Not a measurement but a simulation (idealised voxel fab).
process module | voxel self aligned vias
We display cut, a cross-section 285 nm in width whose square cells are each 5 nm.
If you're reading a cross-section in this doc, picture square cells in a grid; it comes to you as bands, top ones listed first down to the bottom, and a band can be one or more rows of cells. Heads up on the band format: heights come first, top then bottom, in nm. After that it's the materials left to right, each with its width in nm. A single material flagged "everywhere" fills the whole band edge to edge, and "blank" means there's empty space there. Height is counted from the level 0, under which the received wafer is composed throughout of one material. The lowest of the bands is not closed at the bottom but continues downward, in the notation "0..down". The two numbers in a width such as "30->40" mark its ends across the band: the first belongs to the top row of cells, the second to the bottom row, and from each row to the next the width moves by the same amount. Where the words "identical to before" appear for a step, the cross-section shows no cell changed by that step; every cell remained as before. Entry "Non-vented voids" = empty spaces >= 8 cells with no open way to the top; each as width x height at distance, distance from left edge, all nm. Note: text after step settings on the step line = simulator remark on that step. "overlay nm", when on a step's line for a step with a mask, measures how far to the right of its planned place the mask lay; a negative measure means to the left.

This section lists the process steps that were planned
1: RECEIVE [material Si]
2: CONFORMAL_DEP [material SiO2] [thk nm 15]
3: CONFORMAL_DEP [material SiCN] [thk nm 5]
4: DIRECTIONAL_DEP [material SiO2] [thk nm 25]
5: DIRECTIONAL_DEP [material aC] [thk nm 10]
6: PATTERN [tone open] [mask id LINES] [material resist] [width nm 20] [pitch nm 55] [thk nm 30] [overlay nm 0]
7: DIRECTIONAL_ETCH [etch materials aC] [depth nm 10]
8: STRIP [etch materials resist]
9: DIRECTIONAL_ETCH [etch materials SiO2] [depth nm 25]
10: STRIP [etch materials aC]
11: CONFORMAL_DEP [material TiN] [thk nm 5]
12: FILL_DEP [material Ru] [thk nm 5]
13: CMP [height nm 45]
14: SELECTIVE_ETCH [etch materials W Ru TiN] [depth nm 10]
15: FILL_DEP [material SiN] [thk nm 10]
16: CMP [height nm 45]
17: DIRECTIONAL_DEP [material SiO2] [thk nm 20]
18: PATTERN [tone open] [mask id VIAS] [material resist] [width nm 30] [pitch nm 55] [thk nm 15] [overlay nm 0]
19: DIRECTIONAL_ETCH [etch materials SiO2] [depth nm 20]
20: DIRECTIONAL_ETCH [etch materials SiN] [depth nm 10]
21: STRIP [etch materials resist]
22: CONFORMAL_DEP [material TiN] [thk nm 5]
23: FILL_DEP [material W] [thk nm 10]
24: CMP [height nm 65]
25: CONFORMAL_DEP [material SiN] [thk nm 5]

Delivered wafer in cross-section: state after step 1
0..down = Si everywhere
Non-vented voids: none

Final cross-section, module run with one mistake (start and plan as above)
70..65 = SiN everywhere
65..40 = 70 of SiO2, 5 of TiN, 20 of W, 5 of TiN, 25 of SiO2, 5 of TiN, 20 of W, 5 of TiN, 25 of SiO2, 5 of TiN, 20 of W, 5 of TiN, 75 of SiO2
40..35 = 70 of SiO2, 30 of TiN, 25 of SiO2, 30 of TiN, 25 of SiO2, 30 of TiN, 75 of SiO2
35..25 = 70 of SiO2, 10 of TiN, 10 of Ru, 10 of TiN, 25 of SiO2, 10 of TiN, 10 of Ru, 10 of TiN, 25 of SiO2, 10 of TiN, 10 of Ru, 10 of TiN, 75 of SiO2
25..20 = 75 of SiO2, 20 of TiN, 35 of SiO2, 20 of TiN, 35 of SiO2, 20 of TiN, 80 of SiO2
20..15 = SiCN everywhere
15..0 = SiO2 everywhere
0..down = Si everywhere
Non-vented voids: none
The mistake made against the process plan was this: plan step 19 ran twice
